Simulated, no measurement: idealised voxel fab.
voxel transistor to metal: a process module
Shown is cross-section cut, with a width of 150 nm and square cells of size 5 nm.
When this document writes out a cross-section, it uses a grid of square cells and lists it as bands, beginning at the top and moving down, with a band standing for one or more rows of cells.
Heads up on the band format: heights come first, top then bottom, in nm. After that it's the materials left to right, each with its width in nm. A single material flagged "edge to edge" fills the whole band edge to edge, and "empty" means there's empty space there.
Height datum 0, below which the as-received substrate wafer is one material. Lowest band open at the bottom, running downward: "0 down".
It should be noted that a width expressed as "30..40" varies in equal increments from row to row of cells within the band, taking the value of the first number at the top row and that of the second number at the bottom row.
Step marked "remained the same"? Then no cell in the cross-section changed in it.
Entry "Voids, sealed". Content: empty spaces with no open connection to the top, size 8 cells or greater. Each: width x height at distance. Distance: from left edge. Unit: nm.
Whatever follows a step's settings on its line is a remark the simulator itself makes about that step.
overlay nm: on a step with a mask, how far right of its planned place the mask lay; negative means left.

### Here's what the planned process steps look like
1,RECEIVE, material Si
2,OXIDIZE, depth nm 5
3,CONFORMAL_DEP, material SiN, thk nm 10
4,MASKED_ETCH, tone cover, mask id ACTIVE, width nm 105, etch materials SiN, depth nm 10, overlay nm 0
5,MASKED_ETCH, tone cover, mask id ACTIVE, width nm 105, etch materials SiO2, depth nm 5, overlay nm 0
6,MASKED_ETCH, tone cover, mask id ACTIVE, width nm 105, etch materials Si, depth nm 25, overlay nm 0
7,FILL_DEP, material SiO2, thk nm 15
8,CMP, height nm 10
9,SELECTIVE_ETCH, etch materials SiO2, depth nm 10
10,STRIP, etch materials SiN
11,SELECTIVE_ETCH, etch materials SiO2, depth nm 5
12,OXIDIZE, depth nm 5
13,DIRECTIONAL_DEP, material polySi, thk nm 20
14,DIRECTIONAL_DEP, material SiCN, thk nm 10
15,PATTERN, tone cover, mask id GATE, material resist, width nm 15, thk nm 15, overlay nm 0
16,DIRECTIONAL_ETCH, etch materials SiCN, depth nm 20
17,DIRECTIONAL_ETCH, etch materials polySi, depth nm 30
18,STRIP, etch materials resist
19,CONFORMAL_DEP, material SiO2, thk nm 5
20,DIRECTIONAL_ETCH, etch materials SiO2, depth nm 5
21,CONFORMAL_DEP, material SiN, thk nm 10
22,DIRECTIONAL_ETCH, etch materials SiN, depth nm 10
23,DIRECTIONAL_ETCH, etch materials SiO2, depth nm 5
24,DIRECTIONAL_ETCH, etch materials Si, depth nm 5
25,EPI, material SiGe, thk nm 5
26,FILL_DEP, material SiO2, thk nm 5
27,CMP, height nm 25
28,DIRECTIONAL_DEP, material SiO2, thk nm 10
29,DIRECTIONAL_DEP, material aC, thk nm 15
30,PATTERN, tone open, mask id CONTACT, material resist, width nm 30, pitch nm 55, thk nm 35, overlay nm 0
31,DIRECTIONAL_ETCH, etch materials aC, depth nm 15
32,STRIP, etch materials resist
33,DIRECTIONAL_ETCH, etch materials SiO2, depth nm 45
34,STRIP, etch materials aC
35,CONFORMAL_DEP, material TiN, thk nm 5
36,FILL_DEP, material W, thk nm 5
37,CMP, height nm 35
38,DIRECTIONAL_DEP, material TiN, thk nm 5
39,DIRECTIONAL_DEP, material Ru, thk nm 15
40,PATTERN, tone cover, mask id METAL_1, material resist, width nm 15, pitch nm 70, thk nm 20, overlay nm 0
41,DIRECTIONAL_ETCH, etch materials Ru, depth nm 15
42,DIRECTIONAL_ETCH, etch materials TiN, depth nm 5
43,STRIP, etch materials resist
44,CONFORMAL_DEP, material SiCN, thk nm 5
45,FILL_DEP, material lowk, thk nm 10
46,CMP, height nm 55
47,CONFORMAL_DEP, material SiCN, thk nm 5
48,DIRECTIONAL_DEP, material SiO2, thk nm 35
49,PATTERN, tone open, mask id METAL_2, material resist, width nm 15, pitch nm 70, thk nm 20, overlay nm 0
50,DIRECTIONAL_ETCH, etch materials SiO2, depth nm 20
51,STRIP, etch materials resist
52,DIRECTIONAL_DEP, material aC, thk nm 10
53,PATTERN, tone open, mask id METAL_2_HOLES, material resist, width nm 15, pitch nm 70, thk nm 30, overlay nm 0
54,DIRECTIONAL_ETCH, etch materials aC, depth nm 10
55,STRIP, etch materials resist
56,DIRECTIONAL_ETCH, etch materials SiO2, depth nm 15
57,DIRECTIONAL_ETCH, etch materials SiCN, depth nm 5
58,STRIP, etch materials aC
59,CONFORMAL_DEP, material TiN, thk nm 5
60,FILL_DEP, material Cu, thk nm 5
61,CMP, height nm 95
62,CONFORMAL_DEP, material SiCN, thk nm 5

### Wafer as received: cross-section following step 1
> 0 down = Si edge to edge
> Voids, sealed: none

### Cross-sectional result after module completion. Note: starting condition and plan are unchanged from above; one processing mistake was made
> 100 to 95 = SiCN edge to edge
> 95 to 90 = SiCN=30, TiN=15, SiCN=55, TiN=15, SiCN=35
> 90 to 55 = SiO2 edge to edge
> 55 to 40 = lowk=25, SiCN=5, Ru=15, SiCN=5, lowk=45, SiCN=5, Ru=15, SiCN=5, lowk=30
> 40 to 35 = SiCN=30, TiN=15, SiCN=55, TiN=15, SiCN=35
> 35 to 25 = SiO2=30, TiN=5, W=20..10, TiN=5..15, SiO2=25, TiN=5..15, W=20..10, TiN=5, SiO2=35
> 25 to 15 = SiO2=30, TiN=5, W=10, TiN=5, SiN=10, SiO2=5, SiCN=15, SiO2=5, SiN=10, TiN=5, W=10, TiN=5, SiO2=35
> 15 to 0 = SiO2=30, TiN=5, W=10, TiN=5, SiN=10, SiO2=5, polySi=15, SiO2=5, SiN=10, TiN=5, W=10, TiN=5, SiO2=35
> 0 to -5 = SiO2=30, TiN=5, W=5, TiN=10, SiN=10, SiO2=5, polySi=15, SiO2=5, SiN=10, TiN=10, W=5, TiN=5, SiO2=35
> -5 to -10 = SiO2=30, TiN=15, SiGe=5, SiO2=45, SiGe=5, TiN=15, SiO2=35
> -10 to -15 = SiO2=20, SiGe=30, Si=45, SiGe=30, SiO2=25
> -15 to -30 = SiO2=20, Si=105, SiO2=25
> -30 down = Si edge to edge
> Voids, sealed: none
Heads up, the wafer didn't run the way we planned it: a sequencing error occurred in which plan steps 47 and 48 were transposed
